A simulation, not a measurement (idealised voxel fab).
Name of the process module below: voxel capacitor over wiring
Section cut is 275 nm wide and gridded with 5 nm square cells.
Format of a cross-section: grid, square cells. Given as bands. Order: top down. Band: one or more rows of cells.
Look at the band entry: it leads with the top's height and the bottom's height in nm. Then it lists the materials left to right, with a width in nm for each. The word "throughout" on a single material says that material fills the band edge to edge. The word "blank" is empty space.
Beneath 0, the wafer as received is one material, and that level is where height counting begins. The lowest band goes on downward without a bottom; it is written like "0..down".
You'd read "30..40" like this: the band's top row of cells is as wide as the first number, its bottom row is as wide as the second, and going down, every row changes width by the same amount as the row before did.
Key: "no change occurred" - step with no changed cell in the cross-section.
What "Closed void listing" gives you is every empty space of 8 cells or more that is cut off from the top. Each appears as width x height at distance, with the distance taken from the left edge and width, height and distance all in nm.
Past the settings on a step's line: simulator remark, on that step.
overlay nm: mask right of planned place by this much (step with mask). Neg. = left.
Set out below are the planned steps of the process
| 1 | RECEIVE (material Si) |
| 2 | CONFORMAL_DEP (material SiO2; thk nm 10) |
| 3 | DIRECTIONAL_DEP (material TiN; thk nm 5) |
| 4 | DIRECTIONAL_DEP (material W; thk nm 20) |
| 5 | PATTERN (tone cover; mask id METAL_1; material resist; width nm 30; pitch nm 80; thk nm 20; overlay nm 0) |
| 6 | DIRECTIONAL_ETCH (etch materials W; depth nm 20) |
| 7 | DIRECTIONAL_ETCH (etch materials TiN; depth nm 5) |
| 8 | STRIP (etch materials resist) |
| 9 | FILL_DEP (material lowk; thk nm 10) |
| 10 | CMP (height nm 35) |
| 11 | CONFORMAL_DEP (material SiCN; thk nm 5) |
| 12 | DIRECTIONAL_DEP (material SiO2; thk nm 15) |
| 13 | MASKED_ETCH (tone open; mask id PLUG_1; width nm 15; etch materials SiO2; depth nm 15; overlay nm 0) |
| 14 | MASKED_ETCH (tone open; mask id PLUG_1; width nm 15; etch materials SiCN; depth nm 5; overlay nm 0) |
| 15 | EPI (material Ru; thk nm 10) |
| 16 | EPI (material Ru; thk nm 10) |
| 17 | DIRECTIONAL_DEP (material TiN; thk nm 5) |
| 18 | DIRECTIONAL_DEP (material HfO2; thk nm 5) |
| 19 | DIRECTIONAL_DEP (material TiN; thk nm 5) |
| 20 | DIRECTIONAL_DEP (material aC; thk nm 10) |
| 21 | PATTERN (tone cover; mask id UPPER_PLATE; material resist; width nm 55; thk nm 25; overlay nm 0) |
| 22 | DIRECTIONAL_ETCH (etch materials aC; depth nm 10) |
| 23 | STRIP (etch materials resist) |
| 24 | DIRECTIONAL_ETCH (etch materials TiN; depth nm 5) |
| 25 | DIRECTIONAL_ETCH (etch materials HfO2; depth nm 5) |
| 26 | STRIP (etch materials aC) |
| 27 | MASKED_ETCH (tone cover; mask id LOWER_PLATE; width nm 65; etch materials TiN; depth nm 5; overlay nm 0) |
| 28 | FILL_DEP (material SiO2; thk nm 15) |
| 29 | CMP (height nm 80) |
| 30 | MASKED_ETCH (tone open; mask id PLUG_2; width nm 15; etch materials SiO2; depth nm 10; overlay nm 0) |
| 31 | CONFORMAL_DEP (material TiN; thk nm 5) |
| 32 | FILL_DEP (material Ru; thk nm 10) |
| 33 | CMP (height nm 80) |
| 34 | CONFORMAL_DEP (material SiN; thk nm 5) |
On the first of the two wafers: run conducted according to plan
Cross-section, incoming material, after step 1
	0..down: Si throughout
	Closed void listing: none
So this is the wafer cross-section right after step 2
	10..0: SiO2 throughout
	Below a height of 0, the structure has not been altered.
So this is the wafer cross-section right after step 3
	15..10: TiN throughout
	Below a height of 10, the structure has not been altered.
So this is the wafer cross-section right after step 4
	35..15: W throughout
	Below a height of 15, the structure has not been altered.
So this is the wafer cross-section right after step 5
	55..35: 80 blank | 30 resist | 50 blank | 30 resist | 85 blank
	Below a height of 35, the structure has not been altered.
So this is the wafer cross-section right after step 6
	55..35: 80 blank | 30 resist | 50 blank | 30 resist | 85 blank
	35..15: 80 blank | 30 W | 50 blank | 30 W | 85 blank
	Below a height of 15, the structure has not been altered.
So this is the wafer cross-section right after step 7
	55..35: 80 blank | 30 resist | 50 blank | 30 resist | 85 blank
	35..15: 80 blank | 30 W | 50 blank | 30 W | 85 blank
	15..10: 80 blank | 30 TiN | 50 blank | 30 TiN | 85 blank
	Below a height of 10, the structure has not been altered.
So this is the wafer cross-section right after step 8
	35..15: 80 blank | 30 W | 50 blank | 30 W | 85 blank
	Below a height of 15, the structure has not been altered.
So this is the wafer cross-section right after step 9
	45..35: lowk throughout
	35..15: 80 lowk | 30 W | 50 lowk | 30 W | 85 lowk
	15..10: 80 lowk | 30 TiN | 50 lowk | 30 TiN | 85 lowk
	Below a height of 10, the structure has not been altered.
So this is the wafer cross-section right after step 10
	35..15: 80 lowk | 30 W | 50 lowk | 30 W | 85 lowk
	Below a height of 15, the structure has not been altered.
So this is the wafer cross-section right after step 11
	40..35: SiCN throughout
	Below a height of 35, the structure has not been altered.
So this is the wafer cross-section right after step 12
	55..40: SiO2 throughout
	Below a height of 40, the structure has not been altered.
So this is the wafer cross-section right after step 13
	55..40: 95 SiO2 | 15 blank | 165 SiO2
	Below a height of 40, the structure has not been altered.
So this is the wafer cross-section right after step 14
	55..40: 95 SiO2 | 15 blank | 165 SiO2
	40..35: 95 SiCN | 15 blank | 165 SiCN
	Below a height of 35, the structure has not been altered.
So this is the wafer cross-section right after step 15
	55..45: 95 SiO2 | 15 blank | 165 SiO2
	45..40: 95 SiO2 | 15 Ru | 165 SiO2
	40..35: 95 SiCN | 15 Ru | 165 SiCN
	Below a height of 35, the structure has not been altered.
So this is the wafer cross-section right after step 16
	55..40: 95 SiO2 | 15 Ru | 165 SiO2
	Below a height of 40, the structure has not been altered.
So this is the wafer cross-section right after step 17
	60..55: TiN throughout
	Below a height of 55, the structure has not been altered.
So this is the wafer cross-section right after step 18
	65..60: HfO2 throughout
	Below a height of 60, the structure has not been altered.
So this is the wafer cross-section right after step 19
	70..65: TiN throughout
	Below a height of 65, the structure has not been altered.
So this is the wafer cross-section right after step 20
	80..70: aC throughout
	Below a height of 70, the structure has not been altered.
So this is the wafer cross-section right after step 21
	105..80: 95 blank | 55 resist | 125 blank
	Below a height of 80, the structure has not been altered.
So this is the wafer cross-section right after step 22
	95..80: 95 blank | 55 resist | 125 blank
	80..70: 95 blank | 55 aC | 125 blank
	Below a height of 70, the structure has not been altered.
So this is the wafer cross-section right after step 23
	80..70: 95 blank | 55 aC | 125 blank
	Below a height of 70, the structure has not been altered.
So this is the wafer cross-section right after step 24
	80..70: 95 blank | 55 aC | 125 blank
	70..65: 95 blank | 55 TiN | 125 blank
	Below a height of 65, the structure has not been altered.
So this is the wafer cross-section right after step 25
	80..70: 95 blank | 55 aC | 125 blank
	70..65: 95 blank | 55 TiN | 125 blank
	65..60: 95 blank | 55 HfO2 | 125 blank
	Below a height of 60, the structure has not been altered.
So this is the wafer cross-section right after step 26
	70..65: 95 blank | 55 TiN | 125 blank
	Below a height of 65, the structure has not been altered.
So this is the wafer cross-section right after step 27
	70..65: 95 blank | 55 TiN | 125 blank
	65..60: 95 blank | 55 HfO2 | 125 blank
	60..55: 90 blank | 65 TiN | 120 blank
	Below a height of 55, the structure has not been altered.
So this is the wafer cross-section right after step 28
	85..70: SiO2 throughout
	70..65: 95 SiO2 | 55 TiN | 125 SiO2
	65..60: 95 SiO2 | 55 HfO2 | 125 SiO2
	60..55: 90 SiO2 | 65 TiN | 120 SiO2
	Below a height of 55, the structure has not been altered.
So this is the wafer cross-section right after step 29
	80..70: SiO2 throughout
	Below a height of 70, the structure has not been altered.
So this is the wafer cross-section right after step 30
	80..70: 105 SiO2 | 15 blank | 155 SiO2
	Below a height of 70, the structure has not been altered.
So this is the wafer cross-section right after step 31
	85..80: 110 TiN | 5 blank | 160 TiN
	80..75: 105 SiO2 | 5 TiN | 5 blank | 5 TiN | 155 SiO2
	75..65: 105..95 SiO2 | 15..55 TiN | 155..125 SiO2
	Below a height of 65, the structure has not been altered.
So this is the wafer cross-section right after step 32
	95..85: Ru throughout
	85..80: 110 TiN | 5 Ru | 160 TiN
	80..75: 105 SiO2 | 5 TiN | 5 Ru | 5 TiN | 155 SiO2
	Below a height of 75, the structure has not been altered.
So this is the wafer cross-section right after step 33
	80..75: 105 SiO2 | 5 TiN | 5 Ru | 5 TiN | 155 SiO2
	Below a height of 75, the structure has not been altered.
So this is the wafer cross-section right after step 34
	85..80: SiN throughout
	Below a height of 80, the structure has not been altered.
For the second wafer, take the first wafer's start and plan, then add one mistake made in running it; everything through step 12, that step included, is shared with the first
Second wafer, sectioned view, at step 13's planned end time
	55..40: 95 SiO2 | 20 blank | 160 SiO2
	Below a height of 40, the structure has not been altered.
Second wafer, sectioned view, at step 14's planned end time
	55..40: 95 SiO2 | 20 blank | 160 SiO2
	40..35: 95 SiCN | 15 blank | 165 SiCN
	Below a height of 35, the structure has not been altered.
Second wafer, sectioned view, at step 15's planned end time
	55..45: 95 SiO2 | 20 blank | 160 SiO2
	45..40: 95 SiO2 | 20 Ru | 160 SiO2
	40..35: 95 SiCN | 15 Ru | 165 SiCN
	Below a height of 35, the structure has not been altered.
Second wafer, sectioned view, at step 16's planned end time
	55..40: 95 SiO2 | 20 Ru | 160 SiO2
	Below a height of 40, the structure has not been altered.
Second wafer, sectioned view, at step 17's planned end time
	60..55: TiN throughout
	Below a height of 55, the structure has not been altered.
Second wafer, sectioned view, at step 18's planned end time
	65..60: HfO2 throughout
	Below a height of 60, the structure has not been altered.
Second wafer, sectioned view, at step 19's planned end time
	70..65: TiN throughout
	Below a height of 65, the structure has not been altered.
Second wafer, sectioned view, at step 20's planned end time
	80..70: aC throughout
	Below a height of 70, the structure has not been altered.
Second wafer, sectioned view, at step 21's planned end time
	105..80: 95 blank | 55 resist | 125 blank
	Below a height of 80, the structure has not been altered.
Second wafer, sectioned view, at step 22's planned end time
	95..80: 95 blank | 55 resist | 125 blank
	80..70: 95 blank | 55 aC | 125 blank
	Below a height of 70, the structure has not been altered.
Second wafer, sectioned view, at step 23's planned end time
	80..70: 95 blank | 55 aC | 125 blank
	Below a height of 70, the structure has not been altered.
Second wafer, sectioned view, at step 24's planned end time
	80..70: 95 blank | 55 aC | 125 blank
	70..65: 95 blank | 55 TiN | 125 blank
	Below a height of 65, the structure has not been altered.
Second wafer, sectioned view, at step 25's planned end time
	80..70: 95 blank | 55 aC | 125 blank
	70..65: 95 blank | 55 TiN | 125 blank
	65..60: 95 blank | 55 HfO2 | 125 blank
	Below a height of 60, the structure has not been altered.
Second wafer, sectioned view, at step 26's planned end time
	70..65: 95 blank | 55 TiN | 125 blank
	Below a height of 65, the structure has not been altered.
Second wafer, sectioned view, at step 27's planned end time
	70..65: 95 blank | 55 TiN | 125 blank
	65..60: 95 blank | 55 HfO2 | 125 blank
	60..55: 90 blank | 65 TiN | 120 blank
	Below a height of 55, the structure has not been altered.
Second wafer, sectioned view, at step 28's planned end time
	85..70: SiO2 throughout
	70..65: 95 SiO2 | 55 TiN | 125 SiO2
	65..60: 95 SiO2 | 55 HfO2 | 125 SiO2
	60..55: 90 SiO2 | 65 TiN | 120 SiO2
	Below a height of 55, the structure has not been altered.
Second wafer, sectioned view, at step 29's planned end time
	80..70: SiO2 throughout
	Below a height of 70, the structure has not been altered.
Second wafer, sectioned view, at step 30's planned end time
	80..70: 105 SiO2 | 15 blank | 155 SiO2
	Below a height of 70, the structure has not been altered.
Second wafer, sectioned view, at step 31's planned end time
	85..80: 110 TiN | 5 blank | 160 TiN
	80..75: 105 SiO2 | 5 TiN | 5 blank | 5 TiN | 155 SiO2
	75..65: 105..95 SiO2 | 15..55 TiN | 155..125 SiO2
	Below a height of 65, the structure has not been altered.
Second wafer, sectioned view, at step 32's planned end time
	95..85: Ru throughout
	85..80: 110 TiN | 5 Ru | 160 TiN
	80..75: 105 SiO2 | 5 TiN | 5 Ru | 5 TiN | 155 SiO2
	Below a height of 75, the structure has not been altered.
Second wafer, sectioned view, at step 33's planned end time
	80..75: 105 SiO2 | 5 TiN | 5 Ru | 5 TiN | 155 SiO2
	Below a height of 75, the structure has not been altered.
Second wafer, sectioned view, at step 34's planned end time
	85..80: SiN throughout
	Below a height of 80, the structure has not been altered.
Deviation from plan: off-plan run, step 13, actual operation and settings MASKED_ETCH (tone open; mask id PLUG_1; width nm 20; etch materials SiO2; depth nm 15; overlay nm 0)
Final difference in cells, second wafer against first, listed per material as more or fewer: Ru +3 | SiO2 -3
